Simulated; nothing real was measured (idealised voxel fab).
Process module under the name voxel ribs on slabs
Xsec cut, 285 nm wide, square cell size 5 nm.
We lay out every cross-section as a grid of square cells and spell it out in bands from the top down, where one band means one or more rows of cells. Heads up on the band format: heights come first, top then bottom, in nm. After that it's the materials left to right, each with its width in nm. A single material flagged "edge to edge" fills the whole band edge to edge, and "empty" means there's empty space there. The reference from which all heights are counted is 0, the level beneath which the as-received wafer is entirely one material; the lowest band, having no lower bound, proceeds downward and is written after the example "0 -> down". Note: "30->40" means the width goes from the first number (top row of the band) to the second number (bottom row) in equal steps per row of cells. Key: "remained unchanged" - step with no changed cell in the cross-section. The label "Closed void entries" introduces a list of the empty spaces, 8 cells or larger, that have no open way up to the top; each entry in it reads width x height at distance, where the distance is taken from the left edge and all three are stated in nm. On a step's line, text after the settings is the simulator commenting on that step. "overlay nm" answers the question of how far to the right of plan the mask lay on a step that has a mask, and when it is negative the answer is to the left.
Process steps foreseen in the plan:
1) RECEIVE (material Si)
2) DIRECTIONAL_DEP (material SiO2; thk nm 20)
3) DIRECTIONAL_DEP (material polySi; thk nm 15)
4) PATTERN (tone cover; mask id RIB; material resist; width nm 20; thk nm 15; overlay nm 0)
5) DIRECTIONAL_ETCH (etch materials polySi; depth nm 5)
6) STRIP (etch materials resist)
7) MASKED_ETCH (tone cover; mask id SLAB; width nm 60; etch materials polySi; depth nm 10; overlay nm 0)
8) FILL_DEP (material SiO2; thk nm 20)
9) CMP (height nm 50)
10) DIRECTIONAL_DEP (material TiN; thk nm 5)
11) PATTERN (tone cover; mask id HEATER; material resist; width nm 30; thk nm 20; overlay nm 0)
12) DIRECTIONAL_ETCH (etch materials TiN; depth nm 5)
13) STRIP (etch materials resist)
14) CONFORMAL_DEP (material SiN; thk nm 10)
Delivered wafer in cross-section: state after step 1:
  0 -> down = Si edge to edge
  Closed void entries: none
Cross-sectional view of the first of the two wafers upon completion of the module, processed in accordance with the plan:
  65 -> 60 = empty: 115  SiN: 50  empty: 120
  60 -> 55 = SiN edge to edge
  55 -> 50 = SiN: 125  TiN: 30  SiN: 130
  50 -> 35 = SiO2 edge to edge
  35 -> 30 = SiO2: 130  polySi: 20  SiO2: 135
  30 -> 20 = SiO2: 110  polySi: 60  SiO2: 115
  20 -> 0 = SiO2 edge to edge
  0 -> down = Si edge to edge
  Closed void entries: none
Now the second wafer, cross-sectioned at the end of the module. Nothing different at the start, nothing different in the plan compared with the first, just one mistake when it was actually run:
  65 -> 60 = empty: 115  SiN: 50  empty: 120
  60 -> 55 = SiN edge to edge
  55 -> 50 = SiN: 125  TiN: 30  SiN: 130
  50 -> 35 = SiO2 edge to edge
  35 -> 20 = TiN edge to edge
  20 -> 0 = SiO2 edge to edge
  0 -> down = Si edge to edge
  Closed void entries: none
Plan not followed: step 3: run off-plan, actual operation and settings DIRECTIONAL_DEP (material TiN; thk nm 15)
It is noted that, at the conclusion of processing, the second wafer exhibits a higher or lower cell count for certain materials relative to the first: SiO2 -143 | TiN +171 | polySi -28
